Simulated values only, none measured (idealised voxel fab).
process module | voxel plated lines
Square cells of 5 nm make up the cross-section cut, whose width is 155 nm.
The cross-sections in this document take the form of a grid made of square cells. They are written out as bands, in order from top to bottom. Each band consists of one or more rows of cells. Per band: top height and bottom height in nm, followed by the left-to-right materials and their widths in nm; "full width" marks a single material spanning edge to edge, "empty" marks empty space. The level at which height equals 0 is the one under which the wafer, as it arrives, is entirely one material. No lower edge exists for the bottom band, which continues downward and is notated as in "0 and below". So if you see something like "30..40" for the width, read it as the top row of the band sitting at the first number and the bottom row at the second, with every row in between moving by the same amount as the last. The cross-section has no changed cell in any step marked "no alterations made". "Completely sealed voids": empty spaces of 8 cells or more with no open way to the top, each given as width x height at distance, distance from the left edge, all in nm. Anything after a step's settings on that line? It's the simulator's own note about the step. A step line may carry the setting "overlay nm", which, for steps involving a mask, states the distance by which the mask lay to the right of its intended position; negative values denote displacement to the left.
So here's the lineup of process steps we planned
| 1 | RECEIVE with material Si |
| 2 | CONFORMAL_DEP with material SiN, thk nm 15 |
| 3 | DIRECTIONAL_DEP with material TiN, thk nm 5 |
| 4 | PATTERN with tone open, mask id LINES, material resist, width nm 25, pitch nm 40, thk nm 25, overlay nm 0 |
| 5 | EPI with material Ru, thk nm 10 |
| 6 | EPI with material Ru, thk nm 5 |
| 7 | STRIP with etch materials resist |
| 8 | DIRECTIONAL_ETCH with etch materials TiN, depth nm 5 |
| 9 | CONFORMAL_DEP with material SiO2, thk nm 10 |
Incoming wafer in cross-section (state: after step 1)
* 0 and below: Si full width
* Completely sealed voids: none
a wafer at the end: this start, this plan, one mistake
* 45 down to 35: empty: 40, then SiO2: 80, then empty: 35
* 35 down to 25: empty: 40, then SiO2: 10, then Ru: 20, then SiO2: 20, then Ru: 20, then SiO2: 10, then empty: 35
* 25 down to 20: SiO2: 50, then Ru: 20, then SiO2: 20, then Ru: 20, then SiO2: 45
* 20 down to 15: SiO2: 50, then TiN: 20, then SiO2: 20, then TiN: 20, then SiO2: 45
* 15 down to 0: SiN full width
* 0 and below: Si full width
* Completely sealed voids: none
Heads up, the wafer didn't run the way we planned it: step 4 ran with different settings than intended, the actual operation and settings being PATTERN with tone open, mask id LINES, material resist, width nm 20, pitch nm 40, thk nm 25, overlay nm 0
